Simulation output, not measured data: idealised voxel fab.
You're looking at the process module voxel ribs on slabs.
The cross-section shown here is cut; it is 270 nm wide and divided into square cells measuring 5 nm on a side.
A cross-section in this document is a grid of square cells, and it is written down as bands, the top band listed before the ones below it; a band is made up of one or more rows of cells.
Band: top height; bottom height; in nm. Then, left to right: material with width in nm, for each material. "everywhere": a single material spanning edge to edge. "air": empty space.
The level at which height equals 0 is the one under which the wafer, as it arrives, is entirely one material. No lower edge exists for the bottom band, which continues downward and is notated as in "0 nm and below".
You'd read "30 to 40" like this: the band's top row of cells is as wide as the first number, its bottom row is as wide as the second, and going down, every row changes width by the same amount as the row before did.
Basically "no change" means that step didn't change any cell in the cross-section.
In the "Enclosed cavity list" entry, you get each enclosed empty space of 8 cells or more, one with no open way to the top, written width x height at distance, distance from the left edge, in nm.
Where a step's line continues beyond its settings, the continuation is a remark by the simulator itself on that step.
overlay nm: for a step with a mask, the amount by which the mask lay right of where it was planned; a negative amount means left of it.

[The following list gives the planned process steps]
1. op RECEIVE | material Si
2. op DIRECTIONAL_DEP | material SiO2 | thk nm 30
3. op DIRECTIONAL_DEP | material SiN | thk nm 20
4. op DIRECTIONAL_DEP | material aC | thk nm 10
5. op PATTERN | tone cover | mask id RIB | material resist | width nm 15 | thk nm 30 | overlay nm 0
6. op DIRECTIONAL_ETCH | etch materials aC | depth nm 10
7. op STRIP | etch materials resist
8. op DIRECTIONAL_ETCH | etch materials SiN | depth nm 15
9. op STRIP | etch materials aC
10. op MASKED_ETCH | tone cover | mask id SLAB | width nm 75 | etch materials SiN | depth nm 5 | overlay nm 0
11. op FILL_DEP | material SiO2 | thk nm 25
12. op CMP | height nm 70
13. op DIRECTIONAL_DEP | material W | thk nm 5
14. op MASKED_ETCH | tone cover | mask id HEATER | width nm 25 | etch materials W | depth nm 5 | overlay nm 0
15. op CONFORMAL_DEP | material SiO2 | thk nm 5

[Below: the first of two wafers, run as planned]

[This is the cross-section of the wafer as we received it, i.e. after step 1]
	0 nm and below = Si everywhere
	Enclosed cavity list: none

[After step 2, in cross-section]
	30 nm to 0 nm = SiO2 everywhere
	Heights below 0 show no change.

[After step 3, in cross-section]
	50 nm to 30 nm = SiN everywhere
	Heights below 30 show no change.

[After step 4, in cross-section]
	60 nm to 50 nm = aC everywhere
	Heights below 50 show no change.

[After step 5, in cross-section]
	90 nm to 60 nm = air=125 | resist=15 | air=130
	Heights below 60 show no change.

[After step 6, in cross-section]
	80 nm to 60 nm = air=125 | resist=15 | air=130
	60 nm to 50 nm = air=125 | aC=15 | air=130
	Heights below 50 show no change.

[After step 7, in cross-section]
	60 nm to 50 nm = air=125 | aC=15 | air=130
	Heights below 50 show no change.

[After step 8, in cross-section]
	60 nm to 50 nm = air=125 | aC=15 | air=130
	50 nm to 35 nm = air=125 | SiN=15 | air=130
	Heights below 35 show no change.

[After step 9, in cross-section]
	50 nm to 35 nm = air=125 | SiN=15 | air=130
	Heights below 35 show no change.

[After step 10, in cross-section]
	50 nm to 35 nm = air=125 | SiN=15 | air=130
	35 nm to 30 nm = air=95 | SiN=75 | air=100
	Heights below 30 show no change.

[After step 11, in cross-section]
	75 nm to 50 nm = SiO2 everywhere
	50 nm to 35 nm = SiO2=125 | SiN=15 | SiO2=130
	35 nm to 30 nm = SiO2=95 | SiN=75 | SiO2=100
	Heights below 30 show no change.

[After step 12, in cross-section]
	70 nm to 50 nm = SiO2 everywhere
	Heights below 50 show no change.

[After step 13, in cross-section]
	75 nm to 70 nm = W everywhere
	Heights below 70 show no change.

[After step 14, in cross-section]
	75 nm to 70 nm = air=120 | W=25 | air=125
	Heights below 70 show no change.

[After step 15, in cross-section]
	80 nm to 75 nm = air=115 | SiO2=35 | air=120
	75 nm to 70 nm = SiO2=120 | W=25 | SiO2=125
	Heights below 70 show no change.

[Second Wafer (Identical Start and Plan, One Processing Error; Matches First Wafer Through Step 14)]

Second wafer: cross-section at the scheduled end of step 15: no change
what went wrong: step 15 of the plan: omitted, not performed
Counted in cells at the end, the second wafer holds more or fewer of these materials than the first: 56 fewer of SiO2
